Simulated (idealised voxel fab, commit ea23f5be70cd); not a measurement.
Presented below is a process module, voxel gate over fins.
Square cells of 5 nm make up the cross-section cut, whose width is 150 nm.
Bands, listed from the top down, are how a cross-section gets written in this document; the cross-section itself is a grid of square cells, and a band is one or more rows of them.
Read a band's entry like this: the first values are the height of its top and the height of its bottom in nm, and what follows is the sequence of materials from left to right, each with its width in nm. Note that "empty" is empty space, and that a single material marked "edge to edge" reaches across the band from edge to edge.
All heights in this document are referenced to 0, defined as the level beneath which the wafer, as received, consists entirely of one material. The lowest band is not bounded below; it extends indefinitely downward and is written in the form "z 0 and below".
A width such as "30->40" changes by the same amount from each row of cells to the next, from the band's top row to its bottom row.
The designation "no change occurred", where it is given for a processing step, indicates that no cell of the cross-section was altered in the course of that step.
Look at "Unvented internal voids" for the closed voids: empty spaces with no open path to the top, sized 8 cells or up. Each is width x height at distance, distance from the left edge, all nm.
Formally, on a step line, whatever follows the settings is a remark that the simulator itself makes on the step.
A step's line can hold "overlay nm"; with a mask on that step, the setting says how far right of the planned place the mask lay, while a negative setting says it lay to the left.
The steps planned for the process are as follows
- 1: RECEIVE with material Si
- 2: CONFORMAL_DEP with material SiN, thk nm 10
- 3: PATTERN with tone cover, mask id FINS, material resist, width nm 15, pitch nm 35, thk nm 15, overlay nm 0
- 4: DIRECTIONAL_ETCH with etch materials SiN, depth nm 10
- 5: DIRECTIONAL_ETCH with etch materials Si, depth nm 35
- 6: STRIP with etch materials resist
- 7: OXIDIZE with depth nm 5
- 8: FILL_DEP with material SiO2, thk nm 5
- 9: CMP with height nm 10
- 10: SELECTIVE_ETCH with etch materials SiO2, depth nm 25
- 11: STRIP with etch materials SiN
- 12: CONFORMAL_DEP with material HfO2, thk nm 5
- 13: CONFORMAL_DEP with material TiN, thk nm 5
- 14: FILL_DEP with material W, thk nm 15
- 15: CMP with height nm 20
- 16: CONFORMAL_DEP with material SiCN, thk nm 10
So, the first of our two wafers, run just as we planned it
Shown in cross-section is the wafer as received, that is, as it stands after step 1
	z 0 and below = Si edge to edge
	Unvented internal voids: none
Sectional view: wafer, after step 2
	z 10 to 0 = SiN edge to edge
	Under 0: no change, same as before.
Sectional view: wafer, after step 3
	z 25 to 10 = empty=50; resist=15; empty=20; resist=15; empty=50
	Under 10: no change, same as before.
Sectional view: wafer, after step 4
	z 25 to 10 = empty=50; resist=15; empty=20; resist=15; empty=50
	z 10 to 0 = empty=50; SiN=15; empty=20; SiN=15; empty=50
	Under 0: no change, same as before.
Sectional view: wafer, after step 5
	z 25 to 10 = empty=50; resist=15; empty=20; resist=15; empty=50
	z 10 to 0 = empty=50; SiN=15; empty=20; SiN=15; empty=50
	z 0 to -35 = empty=50; Si=15; empty=20; Si=15; empty=50
	Under -35: no change, same as before.
Sectional view: wafer, after step 6
	z 10 to 0 = empty=50; SiN=15; empty=20; SiN=15; empty=50
	Under 0: no change, same as before.
Sectional view: wafer, after step 7
	z 10 to 0 = empty=50; SiN=15; empty=20; SiN=15; empty=50
	z 0 to -35 = empty=50; SiO2=5; Si=5; SiO2=5; empty=20; SiO2=5; Si=5; SiO2=5; empty=50
	z -35 to -40 = SiO2=55; Si=5; SiO2=30; Si=5; SiO2=55
	Under -40: no change, same as before.
Sectional view: wafer, after step 8
	z 15 to 10 = SiO2 edge to edge
	z 10 to 0 = SiO2=50; SiN=15; SiO2=20; SiN=15; SiO2=50
	z 0 to -40 = SiO2=55; Si=5; SiO2=30; Si=5; SiO2=55
	Under -40: no change, same as before.
Sectional view: wafer, after step 9
	z 10 to 0 = SiO2=50; SiN=15; SiO2=20; SiN=15; SiO2=50
	Under 0: no change, same as before.
Sectional view: wafer, after step 10
	z 10 to 0 = empty=50; SiN=15; empty=20; SiN=15; empty=50
	z 0 to -15 = empty=55; Si=5; empty=30; Si=5; empty=55
	Under -15: no change, same as before.
Sectional view: wafer, after step 11
	z 0 to -15 = empty=55; Si=5; empty=30; Si=5; empty=55
	Under -15: no change, same as before.
Sectional view: wafer, after step 12
	z 5 to 0 = empty=50; HfO2=15; empty=20; HfO2=15; empty=50
	z 0 to -10 = empty=50; HfO2=5; Si=5; HfO2=5; empty=20; HfO2=5; Si=5; HfO2=5; empty=50
	z -10 to -15 = HfO2=55; Si=5; HfO2=30; Si=5; HfO2=55
	Under -15: no change, same as before.
Sectional view: wafer, after step 13
	z 10 to 5 = empty=45; TiN=25; empty=10; TiN=25; empty=45
	z 5 to 0 = empty=45; TiN=5; HfO2=15; TiN=5; empty=10; TiN=5; HfO2=15; TiN=5; empty=45
	z 0 to -5 = empty=45; TiN=5; HfO2=5; Si=5; HfO2=5; TiN=5; empty=10; TiN=5; HfO2=5; Si=5; HfO2=5; TiN=5; empty=45
	z -5 to -10 = TiN=50; HfO2=5; Si=5; HfO2=5; TiN=20; HfO2=5; Si=5; HfO2=5; TiN=50
	Under -10: no change, same as before.
Sectional view: wafer, after step 14
	z 25 to 10 = W edge to edge
	z 10 to 5 = W=45; TiN=25; W=10; TiN=25; W=45
	z 5 to 0 = W=45; TiN=5; HfO2=15; TiN=5; W=10; TiN=5; HfO2=15; TiN=5; W=45
	z 0 to -5 = W=45; TiN=5; HfO2=5; Si=5; HfO2=5; TiN=5; W=10; TiN=5; HfO2=5; Si=5; HfO2=5; TiN=5; W=45
	Under -5: no change, same as before.
Sectional view: wafer, after step 15
	z 20 to 10 = W edge to edge
	Under 10: no change, same as before.
Sectional view: wafer, after step 16
	z 30 to 20 = SiCN edge to edge
	Under 20: no change, same as before.
It is to be noted that the second wafer proceeded from the same initial state and according to the same plan as the first, although one mistake was committed in its execution; through step 11, inclusive, the two wafers share an identical history
Second wafer, sectioned view, at step 12's planned end time: no change occurred
Second wafer, sectioned view, at step 13's planned end time
	z 5 to 0 = empty=50; TiN=15; empty=20; TiN=15; empty=50
	z 0 to -10 = empty=50; TiN=5; Si=5; TiN=5; empty=20; TiN=5; Si=5; TiN=5; empty=50
	z -10 to -15 = TiN=55; Si=5; TiN=30; Si=5; TiN=55
	Under -15: no change, same as before.
Second wafer, sectioned view, at step 14's planned end time
	z 20 to 5 = W edge to edge
	z 5 to 0 = W=50; TiN=15; W=20; TiN=15; W=50
	z 0 to -10 = W=50; TiN=5; Si=5; TiN=5; W=20; TiN=5; Si=5; TiN=5; W=50
	Under -10: no change, same as before.
Second wafer, sectioned view, at step 15's planned end time: no change occurred
Second wafer, sectioned view, at step 16's planned end time
	z 30 to 20 = SiCN edge to edge
	Under 20: no change, same as before.
The mistake made against the process plan was this: execution of step 12 of the plan did not take place, the step having been omitted
The closing comparison, in cells, has the second wafer with more or fewer of some materials than the first: HfO2: 42 fewer; W: 42 more
